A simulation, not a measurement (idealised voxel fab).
process module | voxel released beams
cross-section cut | 160 nm wide | cells 5 nm
A cross-section is a grid of square cells, given in bands from the top down. A band is one or more rows of cells.
Each band's line starts with the height of the band's top and of its bottom, in nm. Then come its materials from left to right, each with its width in nm. One material with "throughout" fills the band from edge to edge. "air" is empty space.
Height 0 is the level under which the wafer as received is all one material. The lowest band goes on downwards, as in "0 down".
A width such as "30 to 40" changes by the same amount from each row of cells to the next, from the band's top row to its bottom row.
"no change" after a step means that no cell of the cross-section changed.
closed voids: empty space of 8 cells or more with no open way to the top, each as width x height at its distance from the left edge, in nm
after a step's settings: what the simulator itself notes on the step
overlay nm, on a step with a mask: how far to the right of its planned place the mask lay; to the left if negative
plan
1 op RECEIVE | material Si
2 op CONFORMAL_DEP | material Al2O3 | thk nm 5
3 op DIRECTIONAL_DEP | material SiO2 | thk nm 20
4 op DIRECTIONAL_DEP | material aC | thk nm 15
5 op PATTERN | tone open | mask id ANCHOR | material resist | width nm 35 | thk nm 30 | overlay nm 0
6 op DIRECTIONAL_ETCH | etch materials aC | depth nm 15
7 op STRIP | etch materials resist
8 op DIRECTIONAL_ETCH | etch materials SiO2 | depth nm 20
9 op STRIP | etch materials aC
10 op CONFORMAL_DEP | material W | thk nm 10
11 op DIRECTIONAL_DEP | material aC | thk nm 10
12 op PATTERN | tone cover | mask id BEAM | material resist | width nm 110 | thk nm 30 | overlay nm 0
13 op DIRECTIONAL_ETCH | etch materials aC | depth nm 10
14 op STRIP | etch materials resist
15 op DIRECTIONAL_ETCH | etch materials W | depth nm 10
16 op STRIP | etch materials aC
17 op STRIP | etch materials SiO2
as received, after step 1
  0 down: Si throughout
  closed voids: none
a wafer at the end: this start, this plan, one mistake
  30 to 20: air 20 | W 15 | air 15 | W 80 | air 30
  20 to 10: air 25 | W 10 | air 15 | W 10 | air 100
  10 to 0: air 25 | W 35 | air 100
  0 down: Si throughout
  closed voids: none
what went wrong: step 2 was left out
